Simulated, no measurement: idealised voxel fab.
This is a process module. Its name is voxel wiring stack.
cross-section cut | 165 nm wide | cells 5 nm
Cross-section layout: square cells on a grid; listed as bands, top to bottom; a band spans one or more cell rows.
Basically the band line says how high the top is and how high the bottom is, in nm, and then what's in it from left to right, every material with its width in nm. Empty space shows up as "air", and if a single material carries "all across" it runs the full band edge to edge.
The reference from which all heights are counted is 0, the level beneath which the as-received wafer is entirely one material; the lowest band, having no lower bound, proceeds downward and is written after the example "0 -> down".
You'd read "30..40" like this: the band's top row of cells is as wide as the first number, its bottom row is as wide as the second, and going down, every row changes width by the same amount as the row before did.
No cell of the cross-section changed in a step that is given as "changes: none".
"Closed cavities" - sealed voids, min. 8 cells, no opening to top; format: width x height at distance (distance from left edge; nm throughout).
Step line, after settings: the simulator's comment on this step.
The line of a step may include "overlay nm". On a step with a mask, this value is how far to the right of its planned place the mask lay. A negative value means the mask lay to the left.

### The planned process steps are enumerated hereunder
1) RECEIVE [material Si]
2) CONFORMAL_DEP [material SiO2] [thk nm 10]
3) CONFORMAL_DEP [material SiCN] [thk nm 5]
4) DIRECTIONAL_DEP [material lowk] [thk nm 20]
5) MASKED_ETCH [tone open] [mask id METAL_1] [width nm 20] [pitch nm 35] [etch materials lowk] [depth nm 20] [overlay nm 0]
6) MASKED_ETCH [tone open] [mask id METAL_1] [width nm 20] [pitch nm 35] [etch materials SiCN] [depth nm 5] [overlay nm 0]
7) CONFORMAL_DEP [material TiN] [thk nm 5]
8) FILL_DEP [material Ru] [thk nm 10]
9) CMP [height nm 35]
10) CONFORMAL_DEP [material SiCN] [thk nm 5]
11) DIRECTIONAL_DEP [material SiO2] [thk nm 35]
12) MASKED_ETCH [tone open] [mask id METAL_2] [width nm 20] [pitch nm 35] [etch materials SiO2] [depth nm 20] [overlay nm 0]
13) MASKED_ETCH [tone open] [mask id METAL_2_HOLES] [width nm 15] [pitch nm 70] [etch materials SiO2] [depth nm 15] [overlay nm 0]
14) MASKED_ETCH [tone open] [mask id METAL_2_HOLES] [width nm 15] [pitch nm 70] [etch materials SiCN] [depth nm 5] [overlay nm 0]
15) CONFORMAL_DEP [material TiN] [thk nm 5]
16) FILL_DEP [material Cu] [thk nm 5]
17) CMP [height nm 75]
18) CONFORMAL_DEP [material SiCN] [thk nm 5]

### The cross-section here shows the wafer as received, i.e. in its state after step 1
  0 -> down | Si all across
  Closed cavities: none

### End-of-module cross-section of the first of two wafers, processed as planned
  80 -> 75 | SiCN all across
  75 -> 60 | SiO2=35  TiN=5  Cu=10  TiN=5  SiO2=15  TiN=5  Cu=10  TiN=5  SiO2=15  TiN=5  Cu=10  TiN=5  SiO2=40
  60 -> 55 | SiO2=35  TiN=5  Cu=5  TiN=10  SiO2=15  TiN=20  SiO2=15  TiN=5  Cu=5  TiN=10  SiO2=40
  55 -> 40 | SiO2=35  TiN=5  Cu=5  TiN=5  SiO2=55  TiN=5  Cu=5  TiN=5  SiO2=45
  40 -> 35 | SiCN=35  TiN=15  SiCN=55  TiN=15  SiCN=45
  35 -> 15 | lowk=35  TiN=5  Ru=10  TiN=5  lowk=15  TiN=5  Ru=10  TiN=5  lowk=15  TiN=5  Ru=10  TiN=5  lowk=40
  15 -> 10 | SiCN=35  TiN=20  SiCN=15  TiN=20  SiCN=15  TiN=20  SiCN=40
  10 -> 0 | SiO2 all across
  0 -> down | Si all across
  Closed cavities: none

### Cross-sectional image of the second wafer of the two following completion of the module. Starting state and process plan were the same as for the first wafer; one execution error occurred
  80 -> 75 | SiCN all across
  75 -> 70 | SiCN=35  TiN=15  SiCN=55  TiN=15  SiCN=45
  70 -> 35 | SiO2 all across
  35 -> 15 | lowk=35  TiN=5  Ru=10  TiN=5  lowk=15  TiN=5  Ru=10  TiN=5  lowk=15  TiN=5  Ru=10  TiN=5  lowk=40
  15 -> 10 | SiCN=35  TiN=20  SiCN=15  TiN=20  SiCN=15  TiN=20  SiCN=40
  10 -> 0 | SiO2 all across
  0 -> down | Si all across
  Closed cavities: none
Run error: the intended sequence of steps 10 and 11 was reversed during processing, with each occupying the position of the other
Final tally in cells, some materials are higher or lower on the second wafer than on the first: Cu: 26 fewer, SiO2: 66 more, TiN: 40 fewer
